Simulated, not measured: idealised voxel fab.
You're looking at the process module voxel transistor to metal.
Cross-section cut: width 140 nm, square cells of 5 nm.
The cross-sections in this document take the form of a grid made of square cells. They are written out as bands, in order from top to bottom. Each band consists of one or more rows of cells.
Band: top and bottom heights (nm) first, top before bottom; then materials from left to right, widths in nm. "edge to edge" marks a sole material filling the band edge to edge. "blank" denotes empty space.
Heights are reckoned from 0. Under this level, the received wafer is all of one material. The bottommost band is open-ended downward, for example "top 0, no bottom".
The notation "30->40" denotes a width that varies across the rows of cells in the band, beginning at the first number in the top row, finishing at the second number in the bottom row, and changing by an identical amount from each row to the next.
"nothing was modified" (step): cross-section cells unchanged, all of them.
"Enclosed cavity list" enumerates empty spaces isolated from the top, with no open way to it, that contain at least 8 cells, giving each as width x height at distance from the left edge, all three in nm.
Note: text after step settings on the step line = simulator remark on that step.
"overlay nm" denotes, for a step that has a mask, the displacement of the mask to the right of its planned place, with negative values corresponding to the left.

[The following list gives the planned process steps]
1. RECEIVE,material Si
2. CONFORMAL_DEP,material SiO2,thk nm 5
3. CONFORMAL_DEP,material SiN,thk nm 10
4. MASKED_ETCH,tone cover,mask id ACTIVE,width nm 100,etch materials SiN,depth nm 10,overlay nm -5
5. MASKED_ETCH,tone cover,mask id ACTIVE,width nm 100,etch materials SiO2,depth nm 5,overlay nm 0
6. MASKED_ETCH,tone cover,mask id ACTIVE,width nm 100,etch materials Si,depth nm 35,overlay nm 0
7. FILL_DEP,material SiO2,thk nm 10
8. CMP,height nm 15
9. SELECTIVE_ETCH,etch materials SiO2,depth nm 5
10. STRIP,etch materials SiN
11. SELECTIVE_ETCH,etch materials SiO2,depth nm 5
12. OXIDIZE,depth nm 5
13. DIRECTIONAL_DEP,material polySi,thk nm 25
14. DIRECTIONAL_DEP,material SiCN,thk nm 10
15. MASKED_ETCH,tone cover,mask id GATE,width nm 30,etch materials SiCN,depth nm 20,overlay nm 0
16. MASKED_ETCH,tone cover,mask id GATE,width nm 30,etch materials polySi,depth nm 35,overlay nm 0
17. CONFORMAL_DEP,material SiN,thk nm 10
18. DIRECTIONAL_ETCH,etch materials SiN,depth nm 10
19. DIRECTIONAL_ETCH,etch materials SiO2,depth nm 5
20. DIRECTIONAL_ETCH,etch materials Si,depth nm 15
21. EPI,material SiGe,thk nm 15
22. FILL_DEP,material SiO2,thk nm 10
23. CMP,height nm 25
24. STRIP,etch materials polySi
25. SELECTIVE_ETCH,etch materials SiO2,depth nm 5
26. CONFORMAL_DEP,material HfO2,thk nm 5
27. CONFORMAL_DEP,material TiN,thk nm 5
28. FILL_DEP,material W,thk nm 10
29. CMP,height nm 20
30. DIRECTIONAL_DEP,material SiO2,thk nm 10
31. MASKED_ETCH,tone open,mask id CONTACT,width nm 15,pitch nm 75,etch materials SiO2,depth nm 20,overlay nm 0
32. CONFORMAL_DEP,material TiN,thk nm 5
33. FILL_DEP,material W,thk nm 10
34. CMP,height nm 30
35. CONFORMAL_DEP,material SiN,thk nm 5
36. DIRECTIONAL_DEP,material lowk,thk nm 20
37. MASKED_ETCH,tone open,mask id METAL_1,width nm 15,pitch nm 75,etch materials lowk,depth nm 20,overlay nm 0
38. MASKED_ETCH,tone open,mask id METAL_1,width nm 15,pitch nm 75,etch materials SiN,depth nm 5,overlay nm 0
39. CONFORMAL_DEP,material TiN,thk nm 5
40. FILL_DEP,material Cu,thk nm 10
41. CMP,height nm 55
42. CONFORMAL_DEP,material SiN,thk nm 5
Heads up: all these wafers start the same, and what changes between them is the overlay nm in step 4. The value you see in the plan is just what the first wafer got.

[The first of several wafers, as received after step 1, seen in section]
* top 0, no bottom  Si edge to edge
* Enclosed cavity list: none

[Post step 42, the closing step of the module: first of several wafers, cross-sectioned]
* top 60, bottom 55  SiN edge to edge
* top 55, bottom 35  lowk=25; TiN=5; Cu=5; TiN=5; lowk=60; TiN=5; Cu=5; TiN=5; lowk=25
* top 35, bottom 30  SiN=25; TiN=15; SiN=60; TiN=15; SiN=25
* top 30, bottom 20  SiO2=25; TiN=5; W=5; TiN=5; SiO2=60; TiN=5; W=5; TiN=5; SiO2=25
* top 20, bottom 15  SiO2=25; TiN=5; W=5; TiN=5; SiO2=5; SiN=10; HfO2=5; TiN=5; W=10; TiN=5; HfO2=5; SiN=10; SiO2=5; TiN=5; W=5; TiN=5; SiO2=25
* top 15, bottom 10  SiO2=25; TiN=15; SiO2=5; SiN=10; HfO2=5; TiN=5; W=10; TiN=5; HfO2=5; SiN=10; SiO2=5; TiN=15; SiO2=25
* top 10, bottom 5  SiO2=15; SiGe=30; SiN=10; HfO2=5; TiN=5; W=10; TiN=5; HfO2=5; SiN=10; SiGe=20; SiO2=25
* top 5, bottom 0  SiO2=10; SiN=10; SiGe=25; SiN=10; HfO2=5; TiN=20; HfO2=5; SiN=10; SiGe=15; SiN=10; SiO2=20
* top 0, bottom -5  SiO2=20; SiGe=25; SiO2=5; HfO2=40; SiO2=5; SiGe=15; SiO2=30
* top -5, bottom -20  SiO2=15; Si=5; SiGe=25; Si=50; SiGe=15; Si=10; SiO2=20
* top -20, bottom -35  SiO2=15; Si=105; SiO2=20
* top -35, no bottom  Si edge to edge
* Enclosed cavity list: none

[End of module: cross-section, last of several wafers]
* top 60, bottom 55  SiN edge to edge
* top 55, bottom 35  lowk=25; TiN=5; Cu=5; TiN=5; lowk=60; TiN=5; Cu=5; TiN=5; lowk=25
* top 35, bottom 30  SiN=25; TiN=15; SiN=60; TiN=15; SiN=25
* top 30, bottom 20  SiO2=25; TiN=5; W=5; TiN=5; SiO2=60; TiN=5; W=5; TiN=5; SiO2=25
* top 20, bottom 15  SiO2=25; TiN=5; W=5; TiN=5; SiO2=5; SiN=10; HfO2=5; TiN=5; W=10; TiN=5; HfO2=5; SiN=10; SiO2=5; TiN=5; W=5; TiN=5; SiO2=25
* top 15, bottom 10  SiO2=25; TiN=15; SiO2=5; SiN=10; HfO2=5; TiN=5; W=10; TiN=5; HfO2=5; SiN=10; SiO2=5; TiN=15; SiO2=25
* top 10, bottom 5  SiO2=25; SiGe=20; SiN=10; HfO2=5; TiN=5; W=10; TiN=5; HfO2=5; SiN=10; SiGe=30; SiO2=15
* top 5, bottom 0  SiO2=20; SiN=10; SiGe=15; SiN=10; HfO2=5; TiN=20; HfO2=5; SiN=10; SiGe=25; SiN=10; SiO2=10
* top 0, bottom -5  SiO2=30; SiGe=15; SiO2=5; HfO2=40; SiO2=5; SiGe=25; SiO2=20
* top -5, bottom -20  SiO2=20; Si=10; SiGe=15; Si=50; SiGe=25; Si=5; SiO2=15
* top -20, bottom -35  SiO2=20; Si=105; SiO2=15
* top -35, no bottom  Si edge to edge
* Enclosed cavity list: none

[Basically each wafer gets a line in the table, showing it at the end of the module: material by material, the cells it gained (+) or lost (-) since we got it, then its closed voids]
overlay nm -5, +8 Cu, +16 HfO2, -94 Si, +50 SiGe, +70 SiN, +136 SiO2, +50 TiN, +12 W, +88 lowk, Enclosed cavity list: none
overlay nm 0, +8 Cu, +16 HfO2, -100 Si, +50 SiGe, +70 SiN, +142 SiO2, +50 TiN, +12 W, +88 lowk, Enclosed cavity list: none
overlay nm 5, +8 Cu, +16 HfO2, -94 Si, +50 SiGe, +70 SiN, +136 SiO2, +50 TiN, +12 W, +88 lowk, Enclosed cavity list: none
